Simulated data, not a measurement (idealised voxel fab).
The following is a process module called voxel capacitor over wiring.
cross-section cut | 295 nm wide | cells 5 nm
Cross-section spec: square-cell grid; bands listed top down; each band is one or more rows.
The entry gives the band's vertical extent as a top height and a bottom height in nm, then its horizontal make-up as materials from left to right, each with a width in nm. "empty" stands for empty space; a single material marked "all across" fills the band edge to edge.
Note: height 0 marks the level under which the wafer is uniformly one material as received. Lowest band unbounded below, written "0 and below".
Read "30..40" as a graded width: first number on top, second number at the bottom, same change between each pair of neighbouring rows.
It should be understood that the words "changes: none", when stated for a given step, signify that the cross-section underwent no change in any of its cells during that step.
"Catalogued sealed voids" means: voids of 8 cells or more that are shut off from the top with no open way through. Written width x height at distance, distance from the left edge, in nm.
Post-settings text on a step line: simulator's own remark regarding the step.
"overlay nm" denotes, for a step that has a mask, the displacement of the mask to the right of its planned place, with negative values corresponding to the left.
For the reader: what remains of this document is a series of pairs, each showing a cross-section before one process step and a cross-section after that step which reaches down only to the lowest band that changed, with the step between them and its settings set out under the pair. It should not be assumed that a pair continues from the pair above it; the pairs can come from different runs of this module on the same starting wafer, and such continuity exists only where the entry headed "Before this step" says so.

## Before this step
- 0 and below = Si all across
- Catalogued sealed voids: none

## Post-Step Cross-Section
- 10 down to 0 = SiO2 all across
- Below 0, no change.
- Catalogued sealed voids: none
The two cross-sections above bracket this step: CONFORMAL_DEP: material SiO2, thk nm 10

Before this step: the pre-step structure is the one depicted after the step in the pair just above.

## Post-Step Cross-Section
- 15 down to 10 = SiCN all across
- Below 10, no change.
- Catalogued sealed voids: none
The two cross-sections above bracket this step: CONFORMAL_DEP: material SiCN, thk nm 5

Before this step: the pre-step structure is the one depicted after the step in the pair just above.

## Post-Step Cross-Section
- 40 down to 15 = SiO2 all across
- Below 15, no change.
- Catalogued sealed voids: none
The two cross-sections above bracket this step: DIRECTIONAL_DEP: material SiO2, thk nm 25

Before this step: the pre-step structure is the one depicted after the step in the pair just above.

## Post-Step Cross-Section
- 60 down to 40 = resist: 90  empty: 30  resist: 55  empty: 30  resist: 90
- Below 40, no change.
- Catalogued sealed voids: none
The two cross-sections above bracket this step: PATTERN: tone open, mask id METAL_1, material resist, width nm 30, pitch nm 85, thk nm 20, overlay nm 0

Before this step: the pre-step structure is the one depicted after the step in the pair just above.

## Post-Step Cross-Section
- 60 down to 40 = resist: 90  empty: 30  resist: 55  empty: 30  resist: 90
- 40 down to 15 = SiO2: 90  empty: 30  SiO2: 55  empty: 30  SiO2: 90
- Below 15, no change.
- Catalogued sealed voids: none
The two cross-sections above bracket this step: DIRECTIONAL_ETCH: etch materials SiO2, depth nm 25

Before this step: the pre-step structure is the one depicted after the step in the pair just above.

## Post-Step Cross-Section
- 60 down to 40 = resist: 90  empty: 30  resist: 55  empty: 30  resist: 90
- 40 down to 15 = SiO2: 90  empty: 30  SiO2: 55  empty: 30  SiO2: 90
- 15 down to 10 = SiCN: 90  empty: 30  SiCN: 55  empty: 30  SiCN: 90
- Below 10, no change.
- Catalogued sealed voids: none
The two cross-sections above bracket this step: DIRECTIONAL_ETCH: etch materials SiCN, depth nm 5

Before this step: the pre-step structure is the one depicted after the step in the pair just above.

## Post-Step Cross-Section
- 40 down to 15 = SiO2: 90  empty: 30  SiO2: 55  empty: 30  SiO2: 90
- Below 15, no change.
- Catalogued sealed voids: none
The two cross-sections above bracket this step: STRIP: etch materials resist

Before this step: the pre-step structure is the one depicted after the step in the pair just above.

## Post-Step Cross-Section
- 45 down to 40 = TiN: 95  empty: 20  TiN: 65  empty: 20  TiN: 95
- 40 down to 15 = SiO2: 90  TiN: 5  empty: 20  TiN: 5  SiO2: 55  TiN: 5  empty: 20  TiN: 5  SiO2: 90
- 15 down to 10 = SiCN: 90  TiN: 30  SiCN: 55  TiN: 30  SiCN: 90
- Below 10, no change.
- Catalogued sealed voids: none
The two cross-sections above bracket this step: CONFORMAL_DEP: material TiN, thk nm 5

Before this step: the pre-step structure is the one depicted after the step in the pair just above.

## Post-Step Cross-Section
- 50 down to 45 = W all across
- 45 down to 40 = TiN: 95  W: 20  TiN: 65  W: 20  TiN: 95
- 40 down to 15 = SiO2: 90  TiN: 5  W: 20  TiN: 5  SiO2: 55  TiN: 5  W: 20  TiN: 5  SiO2: 90
- Below 15, no change.
- Catalogued sealed voids: none
The two cross-sections above bracket this step: FILL_DEP: material W, thk nm 5

Before this step: the pre-step structure is the one depicted after the step in the pair just above.

## Post-Step Cross-Section
- 40 down to 15 = SiO2: 90  TiN: 5  W: 20  TiN: 5  SiO2: 55  TiN: 5  W: 20  TiN: 5  SiO2: 90
- Below 15, no change.
- Catalogued sealed voids: none
The two cross-sections above bracket this step: CMP: height nm 40

Before this step: the pre-step structure is the one depicted after the step in the pair just above.

## Post-Step Cross-Section
- 45 down to 40 = SiCN all across
- Below 40, no change.
- Catalogued sealed voids: none
The two cross-sections above bracket this step: CONFORMAL_DEP: material SiCN, thk nm 5

Before this step: the pre-step structure is the one depicted after the step in the pair just above.

## Post-Step Cross-Section
- 55 down to 45 = SiO2 all across
- Below 45, no change.
- Catalogued sealed voids: none
The two cross-sections above bracket this step: DIRECTIONAL_DEP: material SiO2, thk nm 10

Before this step: the pre-step structure is the one depicted after the step in the pair just above.

## Post-Step Cross-Section
- 70 down to 55 = resist: 105  empty: 15  resist: 175
- Below 55, no change.
- Catalogued sealed voids: none
The two cross-sections above bracket this step: PATTERN: tone open, mask id PLUG_1, material resist, width nm 15, thk nm 15, overlay nm 0

Before this step: the pre-step structure is the one depicted after the step in the pair just above.

## Post-Step Cross-Section
- 70 down to 55 = resist: 105  empty: 15  resist: 175
- 55 down to 45 = SiO2: 105  empty: 15  SiO2: 175
- Below 45, no change.
- Catalogued sealed voids: none
The two cross-sections above bracket this step: DIRECTIONAL_ETCH: etch materials SiO2, depth nm 10

Before this step: the pre-step structure is the one depicted after the step in the pair just above.

## Post-Step Cross-Section
- 70 down to 55 = resist: 105  empty: 15  resist: 175
- 55 down to 45 = SiO2: 105  empty: 15  SiO2: 175
- 45 down to 40 = SiCN: 105  empty: 15  SiCN: 175
- Below 40, no change.
- Catalogued sealed voids: none
The two cross-sections above bracket this step: DIRECTIONAL_ETCH: etch materials SiCN, depth nm 5

Before this step: the pre-step structure is the one depicted after the step in the pair just above.

## Post-Step Cross-Section
- 55 down to 45 = SiO2: 105  empty: 15  SiO2: 175
- Below 45, no change.
- Catalogued sealed voids: none
The two cross-sections above bracket this step: STRIP: etch materials resist

Before this step: the pre-step structure is the one depicted after the step in the pair just above.

## Post-Step Cross-Section
- 60 down to 55 = TiN: 110  empty: 5  TiN: 180
- 55 down to 45 = SiO2: 105  TiN: 5  empty: 5  TiN: 5  SiO2: 175
- 45 down to 40 = SiCN: 105  TiN: 15  SiCN: 175
- Below 40, no change.
- Catalogued sealed voids: none
The two cross-sections above bracket this step: CONFORMAL_DEP: material TiN, thk nm 5

Before this step: the pre-step structure is the one depicted after the step in the pair just above.

## Post-Step Cross-Section
- 65 down to 60 = W all across
- 60 down to 55 = TiN: 110  W: 5  TiN: 180
- 55 down to 45 = SiO2: 105  TiN: 5  W: 5  TiN: 5  SiO2: 175
- Below 45, no change.
- Catalogued sealed voids: none
The two cross-sections above bracket this step: FILL_DEP: material W, thk nm 5

Before this step: the pre-step structure is the one depicted after the step in the pair just above.

## Post-Step Cross-Section
- 55 down to 45 = SiO2: 105  TiN: 5  W: 5  TiN: 5  SiO2: 175
- Below 45, no change.
- Catalogued sealed voids: none
The two cross-sections above bracket this step: CMP: height nm 55

Before this step: the pre-step structure is the one depicted after the step in the pair just above.

## Post-Step Cross-Section
- 65 down to 55 = TiN all across
- Below 55, no change.
- Catalogued sealed voids: none
The two cross-sections above bracket this step: DIRECTIONAL_DEP: material TiN, thk nm 10

Before this step: the pre-step structure is the one depicted after the step in the pair just above.

## Post-Step Cross-Section
- 70 down to 65 = Al2O3 all across
- Below 65, no change.
- Catalogued sealed voids: none
The two cross-sections above bracket this step: DIRECTIONAL_DEP: material Al2O3, thk nm 5

Before this step: the pre-step structure is the one depicted after the step in the pair just above.

## Post-Step Cross-Section
- 80 down to 70 = TiN all across
- Below 70, no change.
- Catalogued sealed voids: none
The two cross-sections above bracket this step: DIRECTIONAL_DEP: material TiN, thk nm 10

Before this step: the pre-step structure is the one depicted after the step in the pair just above.

## Post-Step Cross-Section
- 80 down to 70 = empty: 105  TiN: 60  empty: 130
- Below 70, no change.
- Catalogued sealed voids: none
The two cross-sections above bracket this step: MASKED_ETCH: tone cover, mask id UPPER_PLATE, width nm 60, etch materials TiN, depth nm 10, overlay nm 0

Before this step: the pre-step structure is the one depicted after the step in the pair just above.

## Post-Step Cross-Section
- 80 down to 70 = empty: 105  TiN: 60  empty: 130
- 70 down to 65 = empty: 105  Al2O3: 60  empty: 130
- Below 65, no change.
- Catalogued sealed voids: none
The two cross-sections above bracket this step: MASKED_ETCH: tone cover, mask id UPPER_PLATE, width nm 60, etch materials Al2O3, depth nm 5, overlay nm 0

Before this step: the pre-step structure is the one depicted after the step in the pair just above.

## Post-Step Cross-Section
- 80 down to 70 = empty: 105  TiN: 60  empty: 130
- 70 down to 65 = empty: 105  Al2O3: 60  empty: 130
- 65 down to 55 = empty: 100  TiN: 70  empty: 125
- Below 55, no change.
- Catalogued sealed voids: none
The two cross-sections above bracket this step: MASKED_ETCH: tone cover, mask id LOWER_PLATE, width nm 70, etch materials TiN, depth nm 10, overlay nm 0

Before this step: the pre-step structure is the one depicted after the step in the pair just above.

## Post-Step Cross-Section
- 95 down to 80 = SiO2 all across
- 80 down to 70 = SiO2: 105  TiN: 60  SiO2: 130
- 70 down to 65 = SiO2: 105  Al2O3: 60  SiO2: 130
- 65 down to 55 = SiO2: 100  TiN: 70  SiO2: 125
- Below 55, no change.
- Catalogued sealed voids: none
The two cross-sections above bracket this step: FILL_DEP: material SiO2, thk nm 15

Before this step: the pre-step structure is the one depicted after the step in the pair just above.

## Post-Step Cross-Section
- 90 down to 80 = SiO2 all across
- Below 80, no change.
- Catalogued sealed voids: none
The two cross-sections above bracket this step: CMP: height nm 90

Before this step: the pre-step structure is the one depicted after the step in the pair just above.

## Post-Step Cross-Section
- 105 down to 90 = resist: 115  empty: 15  resist: 165
- Below 90, no change.
- Catalogued sealed voids: none
The two cross-sections above bracket this step: PATTERN: tone open, mask id PLUG_2, material resist, width nm 15, thk nm 15, overlay nm 0

Before this step: the pre-step structure is the one depicted after the step in the pair just above.

## Post-Step Cross-Section
- 105 down to 90 = resist: 115  empty: 15  resist: 165
- 90 down to 80 = SiO2: 115  empty: 15  SiO2: 165
- Below 80, no change.
- Catalogued sealed voids: none
The two cross-sections above bracket this step: DIRECTIONAL_ETCH: etch materials SiO2, depth nm 10

Before this step: the pre-step structure is the one depicted after the step in the pair just above.

## Post-Step Cross-Section
- 90 down to 80 = SiO2: 115  empty: 15  SiO2: 165
- Below 80, no change.
- Catalogued sealed voids: none
The two cross-sections above bracket this step: STRIP: etch materials resist

Before this step: the pre-step structure is the one depicted after the step in the pair just above.

## Post-Step Cross-Section
- 95 down to 90 = TiN: 120  empty: 5  TiN: 170
- 90 down to 85 = SiO2: 115  TiN: 5  empty: 5  TiN: 5  SiO2: 165
- 85 down to 80 = SiO2: 115  TiN: 15  SiO2: 165
- Below 80, no change.
- Catalogued sealed voids: none
The two cross-sections above bracket this step: CONFORMAL_DEP: material TiN, thk nm 5

Before this step: the pre-step structure is the one depicted after the step in the pair just above.

## Post-Step Cross-Section
- 100 down to 95 = Cu all across
- 95 down to 90 = TiN: 120  Cu: 5  TiN: 170
- 90 down to 85 = SiO2: 115  TiN: 5  Cu: 5  TiN: 5  SiO2: 165
- Below 85, no change.
- Catalogued sealed voids: none
The two cross-sections above bracket this step: FILL_DEP: material Cu, thk nm 5

Before this step: the pre-step structure is the one depicted after the step in the pair just above.

## Post-Step Cross-Section
- 90 down to 85 = SiO2: 115  TiN: 5  Cu: 5  TiN: 5  SiO2: 165
- Below 85, no change.
- Catalogued sealed voids: none
The two cross-sections above bracket this step: CMP: height nm 90

Before this step: the pre-step structure is the one depicted after the step in the pair just above.

## Post-Step Cross-Section
- 95 down to 90 = SiN all across
- Below 90, no change.
- Catalogued sealed voids: none
The two cross-sections above bracket this step: CONFORMAL_DEP: material SiN, thk nm 5

## Before this step
- 10 down to 0 = SiO2 all across
- 0 and below = Si all across
- Catalogued sealed voids: none

## Post-Step Cross-Section
- 35 down to 0 = SiO2 all across
- Below 0, no change.
- Catalogued sealed voids: none
The two cross-sections above bracket this step: DIRECTIONAL_DEP: material SiO2, thk nm 25

Before this step: the pre-step structure is the one depicted after the step in the pair just above.

## Post-Step Cross-Section
- 55 down to 35 = resist: 90  empty: 30  resist: 55  empty: 30  resist: 90
- Below 35, no change.
- Catalogued sealed voids: none
The two cross-sections above bracket this step: PATTERN: tone open, mask id METAL_1, material resist, width nm 30, pitch nm 85, thk nm 20, overlay nm 0

Before this step: the pre-step structure is the one depicted after the step in the pair just above.

## Post-Step Cross-Section
- 55 down to 35 = resist: 90  empty: 30  resist: 55  empty: 30  resist: 90
- 35 down to 10 = SiO2: 90  empty: 30  SiO2: 55  empty: 30  SiO2: 90
- Below 10, no change.
- Catalogued sealed voids: none
The two cross-sections above bracket this step: DIRECTIONAL_ETCH: etch materials SiO2, depth nm 25

Before this step: the pre-step structure is the one depicted after the step in the pair just above.

## Post-Step Cross-Section
- 35 down to 10 = SiO2: 90  empty: 30  SiO2: 55  empty: 30  SiO2: 90
- Below 10, no change.
- Catalogued sealed voids: none
The two cross-sections above bracket this step: STRIP: etch materials resist

Before this step: the pre-step structure is the one depicted after the step in the pair just above.

## Post-Step Cross-Section
- 40 down to 35 = TiN: 95  empty: 20  TiN: 65  empty: 20  TiN: 95
- 35 down to 15 = SiO2: 90  TiN: 5  empty: 20  TiN: 5  SiO2: 55  TiN: 5  empty: 20  TiN: 5  SiO2: 90
- 15 down to 10 = SiO2: 90  TiN: 30  SiO2: 55  TiN: 30  SiO2: 90
- Below 10, no change.
- Catalogued sealed voids: none
The two cross-sections above bracket this step: CONFORMAL_DEP: material TiN, thk nm 5

Before this step: the pre-step structure is the one depicted after the step in the pair just above.

## Post-Step Cross-Section
- 45 down to 40 = W all across
- 40 down to 35 = TiN: 95  W: 20  TiN: 65  W: 20  TiN: 95
- 35 down to 15 = SiO2: 90  TiN: 5  W: 20  TiN: 5  SiO2: 55  TiN: 5  W: 20  TiN: 5  SiO2: 90
- Below 15, no change.
- Catalogued sealed voids: none
The two cross-sections above bracket this step: FILL_DEP: material W, thk nm 5

Before this step: the pre-step structure is the one depicted after the step in the pair just above.

## Post-Step Cross-Section
- 40 down to 35 = TiN: 95  W: 20  TiN: 65  W: 20  TiN: 95
- Below 35, no change.
- Catalogued sealed voids: none
The two cross-sections above bracket this step: CMP: height nm 40

Before this step: the pre-step structure is the one depicted after the step in the pair just above.

## Post-Step Cross-Section
- 45 down to 40 = SiCN all across
- Below 40, no change.
- Catalogued sealed voids: none
The two cross-sections above bracket this step: CONFORMAL_DEP: material SiCN, thk nm 5

Before this step: the pre-step structure is the one depicted after the step in the pair just above.

## Post-Step Cross-Section
- 55 down to 45 = SiO2 all across
- Below 45, no change.
- Catalogued sealed voids: none
The two cross-sections above bracket this step: DIRECTIONAL_DEP: material SiO2, thk nm 10

Before this step: the pre-step structure is the one depicted after the step in the pair just above.

## Post-Step Cross-Section
- 70 down to 55 = resist: 105  empty: 15  resist: 175
- Below 55, no change.
- Catalogued sealed voids: none
The two cross-sections above bracket this step: PATTERN: tone open, mask id PLUG_1, material resist, width nm 15, thk nm 15, overlay nm 0

Before this step: the pre-step structure is the one depicted after the step in the pair just above.

## Post-Step Cross-Section
- 70 down to 55 = resist: 105  empty: 15  resist: 175
- 55 down to 45 = SiO2: 105  empty: 15  SiO2: 175
- Below 45, no change.
- Catalogued sealed voids: none
The two cross-sections above bracket this step: DIRECTIONAL_ETCH: etch materials SiO2, depth nm 10

Before this step: the pre-step structure is the one depicted after the step in the pair just above.

## Post-Step Cross-Section
- 70 down to 55 = resist: 105  empty: 15  resist: 175
- 55 down to 45 = SiO2: 105  empty: 15  SiO2: 175
- 45 down to 40 = SiCN: 105  empty: 15  SiCN: 175
- Below 40, no change.
- Catalogued sealed voids: none
The two cross-sections above bracket this step: DIRECTIONAL_ETCH: etch materials SiCN, depth nm 5

Before this step: the pre-step structure is the one depicted after the step in the pair just above.

## Post-Step Cross-Section
- 55 down to 45 = SiO2: 105  empty: 15  SiO2: 175
- Below 45, no change.
- Catalogued sealed voids: none
The two cross-sections above bracket this step: STRIP: etch materials resist

Before this step: the pre-step structure is the one depicted after the step in the pair just above.

## Post-Step Cross-Section
- 60 down to 55 = TiN: 110  empty: 5  TiN: 180
- 55 down to 45 = SiO2: 105  TiN: 5  empty: 5  TiN: 5  SiO2: 175
- 45 down to 40 = SiCN: 105  TiN: 15  SiCN: 175
- Below 40, no change.
- Catalogued sealed voids: none
The two cross-sections above bracket this step: CONFORMAL_DEP: material TiN, thk nm 5

Before this step: the pre-step structure is the one depicted after the step in the pair just above.

## Post-Step Cross-Section
- 65 down to 60 = W all across
- 60 down to 55 = TiN: 110  W: 5  TiN: 180
- 55 down to 45 = SiO2: 105  TiN: 5  W: 5  TiN: 5  SiO2: 175
- Below 45, no change.
- Catalogued sealed voids: none
The two cross-sections above bracket this step: FILL_DEP: material W, thk nm 5

Before this step: the pre-step structure is the one depicted after the step in the pair just above.

## Post-Step Cross-Section
- 55 down to 45 = SiO2: 105  TiN: 5  W: 5  TiN: 5  SiO2: 175
- Below 45, no change.
- Catalogued sealed voids: none
The two cross-sections above bracket this step: CMP: height nm 55

Before this step: the pre-step structure is the one depicted after the step in the pair just above.

## Post-Step Cross-Section
- 65 down to 55 = TiN all across
- Below 55, no change.
- Catalogued sealed voids: none
The two cross-sections above bracket this step: DIRECTIONAL_DEP: material TiN, thk nm 10

Before this step: the pre-step structure is the one depicted after the step in the pair just above.

## Post-Step Cross-Section
- 70 down to 65 = Al2O3 all across
- Below 65, no change.
- Catalogued sealed voids: none
The two cross-sections above bracket this step: DIRECTIONAL_DEP: material Al2O3, thk nm 5

Before this step: the pre-step structure is the one depicted after the step in the pair just above.

## Post-Step Cross-Section
- 80 down to 70 = TiN all across
- Below 70, no change.
- Catalogued sealed voids: none
The two cross-sections above bracket this step: DIRECTIONAL_DEP: material TiN, thk nm 10

Before this step: the pre-step structure is the one depicted after the step in the pair just above.

## Post-Step Cross-Section
- 80 down to 70 = empty: 105  TiN: 60  empty: 130
- Below 70, no change.
- Catalogued sealed voids: none
The two cross-sections above bracket this step: MASKED_ETCH: tone cover, mask id UPPER_PLATE, width nm 60, etch materials TiN, depth nm 10, overlay nm 0

Before this step: the pre-step structure is the one depicted after the step in the pair just above.

## Post-Step Cross-Section
- 80 down to 70 = empty: 105  TiN: 60  empty: 130
- 70 down to 65 = empty: 105  Al2O3: 60  empty: 130
- Below 65, no change.
- Catalogued sealed voids: none
The two cross-sections above bracket this step: MASKED_ETCH: tone cover, mask id UPPER_PLATE, width nm 60, etch materials Al2O3, depth nm 5, overlay nm 0

Before this step: the pre-step structure is the one depicted after the step in the pair just above.

## Post-Step Cross-Section
- 80 down to 70 = empty: 105  TiN: 60  empty: 130
- 70 down to 65 = empty: 105  Al2O3: 60  empty: 130
- 65 down to 55 = empty: 100  TiN: 70  empty: 125
- Below 55, no change.
- Catalogued sealed voids: none
The two cross-sections above bracket this step: MASKED_ETCH: tone cover, mask id LOWER_PLATE, width nm 70, etch materials TiN, depth nm 10, overlay nm 0

Before this step: the pre-step structure is the one depicted after the step in the pair just above.

## Post-Step Cross-Section
- 95 down to 80 = SiO2 all across
- 80 down to 70 = SiO2: 105  TiN: 60  SiO2: 130
- 70 down to 65 = SiO2: 105  Al2O3: 60  SiO2: 130
- 65 down to 55 = SiO2: 100  TiN: 70  SiO2: 125
- Below 55, no change.
- Catalogued sealed voids: none
The two cross-sections above bracket this step: FILL_DEP: material SiO2, thk nm 15

Before this step: the pre-step structure is the one depicted after the step in the pair just above.

## Post-Step Cross-Section
- 90 down to 80 = SiO2 all across
- Below 80, no change.
- Catalogued sealed voids: none
The two cross-sections above bracket this step: CMP: height nm 90

Before this step: the pre-step structure is the one depicted after the step in the pair just above.

## Post-Step Cross-Section
- 105 down to 90 = resist: 115  empty: 15  resist: 165
- Below 90, no change.
- Catalogued sealed voids: none
The two cross-sections above bracket this step: PATTERN: tone open, mask id PLUG_2, material resist, width nm 15, thk nm 15, overlay nm 0

Before this step: the pre-step structure is the one depicted after the step in the pair just above.

## Post-Step Cross-Section
- 105 down to 90 = resist: 115  empty: 15  resist: 165
- 90 down to 80 = SiO2: 115  empty: 15  SiO2: 165
- Below 80, no change.
- Catalogued sealed voids: none
The two cross-sections above bracket this step: DIRECTIONAL_ETCH: etch materials SiO2, depth nm 10

Before this step: the pre-step structure is the one depicted after the step in the pair just above.

## Post-Step Cross-Section
- 90 down to 80 = SiO2: 115  empty: 15  SiO2: 165
- Below 80, no change.
- Catalogued sealed voids: none
The two cross-sections above bracket this step: STRIP: etch materials resist

Before this step: the pre-step structure is the one depicted after the step in the pair just above.

## Post-Step Cross-Section
- 95 down to 90 = TiN: 120  empty: 5  TiN: 170
- 90 down to 85 = SiO2: 115  TiN: 5  empty: 5  TiN: 5  SiO2: 165
- 85 down to 80 = SiO2: 115  TiN: 15  SiO2: 165
- Below 80, no change.
- Catalogued sealed voids: none
The two cross-sections above bracket this step: CONFORMAL_DEP: material TiN, thk nm 5

Before this step: the pre-step structure is the one depicted after the step in the pair just above.

## Post-Step Cross-Section
- 100 down to 95 = Cu all across
- 95 down to 90 = TiN: 120  Cu: 5  TiN: 170
- 90 down to 85 = SiO2: 115  TiN: 5  Cu: 5  TiN: 5  SiO2: 165
- Below 85, no change.
- Catalogued sealed voids: none
The two cross-sections above bracket this step: FILL_DEP: material Cu, thk nm 5

Before this step: the pre-step structure is the one depicted after the step in the pair just above.

## Post-Step Cross-Section
- 90 down to 85 = SiO2: 115  TiN: 5  Cu: 5  TiN: 5  SiO2: 165
- Below 85, no change.
- Catalogued sealed voids: none
The two cross-sections above bracket this step: CMP: height nm 90

Before this step: the pre-step structure is the one depicted after the step in the pair just above.

## Post-Step Cross-Section
- 95 down to 90 = SiN all across
- Below 90, no change.
- Catalogued sealed voids: none
The two cross-sections above bracket this step: CONFORMAL_DEP: material SiN, thk nm 5

## Before this step
- 40 down to 15 = SiO2: 90  TiN: 5  W: 20  TiN: 5  SiO2: 55  TiN: 5  W: 20  TiN: 5  SiO2: 90
- 15 down to 10 = SiCN: 90  TiN: 30  SiCN: 55  TiN: 30  SiCN: 90
- 10 down to 0 = SiO2 all across
- 0 and below = Si all across
- Catalogued sealed voids: none

## Post-Step Cross-Section
- 50 down to 40 = SiO2 all across
- Below 40, no change.
- Catalogued sealed voids: none
The two cross-sections above bracket this step: DIRECTIONAL_DEP: material SiO2, thk nm 10

Before this step: the pre-step structure is the one depicted after the step in the pair just above.

## Post-Step Cross-Section
- 55 down to 50 = SiCN all across
- Below 50, no change.
- Catalogued sealed voids: none
The two cross-sections above bracket this step: CONFORMAL_DEP: material SiCN, thk nm 5

Before this step: the pre-step structure is the one depicted after the step in the pair just above.

## Post-Step Cross-Section
- 70 down to 55 = resist: 105  empty: 15  resist: 175
- Below 55, no change.
- Catalogued sealed voids: none
The two cross-sections above bracket this step: PATTERN: tone open, mask id PLUG_1, material resist, width nm 15, thk nm 15, overlay nm 0

Before this step: the pre-step structure is the one depicted after the step in the pair just above.

## Post-Step Cross-Section
- 70 down to 55 = resist: 105  empty: 15  resist: 175
- 55 down to 50 = SiCN: 105  empty: 15  SiCN: 175
- Below 50, no change.
- Catalogued sealed voids: none
The two cross-sections above bracket this step: DIRECTIONAL_ETCH: etch materials SiCN, depth nm 5

Before this step: the pre-step structure is the one depicted after the step in the pair just above.

## Post-Step Cross-Section
- 55 down to 50 = SiCN: 105  empty: 15  SiCN: 175
- Below 50, no change.
- Catalogued sealed voids: none
The two cross-sections above bracket this step: STRIP: etch materials resist

Before this step: the pre-step structure is the one depicted after the step in the pair just above.

## Post-Step Cross-Section
- 60 down to 55 = TiN: 110  empty: 5  TiN: 180
- 55 down to 50 = SiCN: 105  TiN: 15  SiCN: 175
- Below 50, no change.
- Catalogued sealed voids: none
The two cross-sections above bracket this step: CONFORMAL_DEP: material TiN, thk nm 5

Before this step: the pre-step structure is the one depicted after the step in the pair just above.

## Post-Step Cross-Section
- 65 down to 60 = W all across
- 60 down to 55 = TiN: 110  W: 5  TiN: 180
- Below 55, no change.
- Catalogued sealed voids: none
The two cross-sections above bracket this step: FILL_DEP: material W, thk nm 5

Before this step: the pre-step structure is the one depicted after the step in the pair just above.

## Post-Step Cross-Section
- 55 down to 50 = SiCN: 105  TiN: 15  SiCN: 175
- Below 50, no change.
- Catalogued sealed voids: none
The two cross-sections above bracket this step: CMP: height nm 55

Before this step: the pre-step structure is the one depicted after the step in the pair just above.

## Post-Step Cross-Section
- 65 down to 55 = TiN all across
- Below 55, no change.
- Catalogued sealed voids: none
The two cross-sections above bracket this step: DIRECTIONAL_DEP: material TiN, thk nm 10

Before this step: the pre-step structure is the one depicted after the step in the pair just above.

## Post-Step Cross-Section
- 70 down to 65 = Al2O3 all across
- Below 65, no change.
- Catalogued sealed voids: none
The two cross-sections above bracket this step: DIRECTIONAL_DEP: material Al2O3, thk nm 5

Before this step: the pre-step structure is the one depicted after the step in the pair just above.

## Post-Step Cross-Section
- 80 down to 70 = TiN all across
- Below 70, no change.
- Catalogued sealed voids: none
The two cross-sections above bracket this step: DIRECTIONAL_DEP: material TiN, thk nm 10

Before this step: the pre-step structure is the one depicted after the step in the pair just above.

## Post-Step Cross-Section
- 80 down to 70 = empty: 105  TiN: 60  empty: 130
- Below 70, no change.
- Catalogued sealed voids: none
The two cross-sections above bracket this step: MASKED_ETCH: tone cover, mask id UPPER_PLATE, width nm 60, etch materials TiN, depth nm 10, overlay nm 0

Before this step: the pre-step structure is the one depicted after the step in the pair just above.

## Post-Step Cross-Section
- 80 down to 70 = empty: 105  TiN: 60  empty: 130
- 70 down to 65 = empty: 105  Al2O3: 60  empty: 130
- Below 65, no change.
- Catalogued sealed voids: none
The two cross-sections above bracket this step: MASKED_ETCH: tone cover, mask id UPPER_PLATE, width nm 60, etch materials Al2O3, depth nm 5, overlay nm 0

Before this step: the pre-step structure is the one depicted after the step in the pair just above.

## Post-Step Cross-Section
- 80 down to 70 = empty: 105  TiN: 60  empty: 130
- 70 down to 65 = empty: 105  Al2O3: 60  empty: 130
- 65 down to 55 = empty: 100  TiN: 70  empty: 125
- Below 55, no change.
- Catalogued sealed voids: none
The two cross-sections above bracket this step: MASKED_ETCH: tone cover, mask id LOWER_PLATE, width nm 70, etch materials TiN, depth nm 10, overlay nm 0

Before this step: the pre-step structure is the one depicted after the step in the pair just above.

## Post-Step Cross-Section
- 95 down to 80 = SiO2 all across
- 80 down to 70 = SiO2: 105  TiN: 60  SiO2: 130
- 70 down to 65 = SiO2: 105  Al2O3: 60  SiO2: 130
- 65 down to 55 = SiO2: 100  TiN: 70  SiO2: 125
- Below 55, no change.
- Catalogued sealed voids: none
The two cross-sections above bracket this step: FILL_DEP: material SiO2, thk nm 15

Before this step: the pre-step structure is the one depicted after the step in the pair just above.

## Post-Step Cross-Section
- 90 down to 80 = SiO2 all across
- Below 80, no change.
- Catalogued sealed voids: none
The two cross-sections above bracket this step: CMP: height nm 90

Before this step: the pre-step structure is the one depicted after the step in the pair just above.

## Post-Step Cross-Section
- 105 down to 90 = resist: 115  empty: 15  resist: 165
- Below 90, no change.
- Catalogued sealed voids: none
The two cross-sections above bracket this step: PATTERN: tone open, mask id PLUG_2, material resist, width nm 15, thk nm 15, overlay nm 0

Before this step: the pre-step structure is the one depicted after the step in the pair just above.

## Post-Step Cross-Section
- 105 down to 90 = resist: 115  empty: 15  resist: 165
- 90 down to 80 = SiO2: 115  empty: 15  SiO2: 165
- Below 80, no change.
- Catalogued sealed voids: none
The two cross-sections above bracket this step: DIRECTIONAL_ETCH: etch materials SiO2, depth nm 10

Before this step: the pre-step structure is the one depicted after the step in the pair just above.

## Post-Step Cross-Section
- 90 down to 80 = SiO2: 115  empty: 15  SiO2: 165
- Below 80, no change.
- Catalogued sealed voids: none
The two cross-sections above bracket this step: STRIP: etch materials resist

Before this step: the pre-step structure is the one depicted after the step in the pair just above.

## Post-Step Cross-Section
- 95 down to 90 = TiN: 120  empty: 5  TiN: 170
- 90 down to 85 = SiO2: 115  TiN: 5  empty: 5  TiN: 5  SiO2: 165
- 85 down to 80 = SiO2: 115  TiN: 15  SiO2: 165
- Below 80, no change.
- Catalogued sealed voids: none
The two cross-sections above bracket this step: CONFORMAL_DEP: material TiN, thk nm 5

Before this step: the pre-step structure is the one depicted after the step in the pair just above.

## Post-Step Cross-Section
- 100 down to 95 = Cu all across
- 95 down to 90 = TiN: 120  Cu: 5  TiN: 170
- 90 down to 85 = SiO2: 115  TiN: 5  Cu: 5  TiN: 5  SiO2: 165
- Below 85, no change.
- Catalogued sealed voids: none
The two cross-sections above bracket this step: FILL_DEP: material Cu, thk nm 5

Before this step: the pre-step structure is the one depicted after the step in the pair just above.

## Post-Step Cross-Section
- 90 down to 85 = SiO2: 115  TiN: 5  Cu: 5  TiN: 5  SiO2: 165
- Below 85, no change.
- Catalogued sealed voids: none
The two cross-sections above bracket this step: CMP: height nm 90

Before this step: the pre-step structure is the one depicted after the step in the pair just above.

## Post-Step Cross-Section
- 95 down to 90 = SiN all across
- Below 90, no change.
- Catalogued sealed voids: none
The two cross-sections above bracket this step: CONFORMAL_DEP: material SiN, thk nm 5
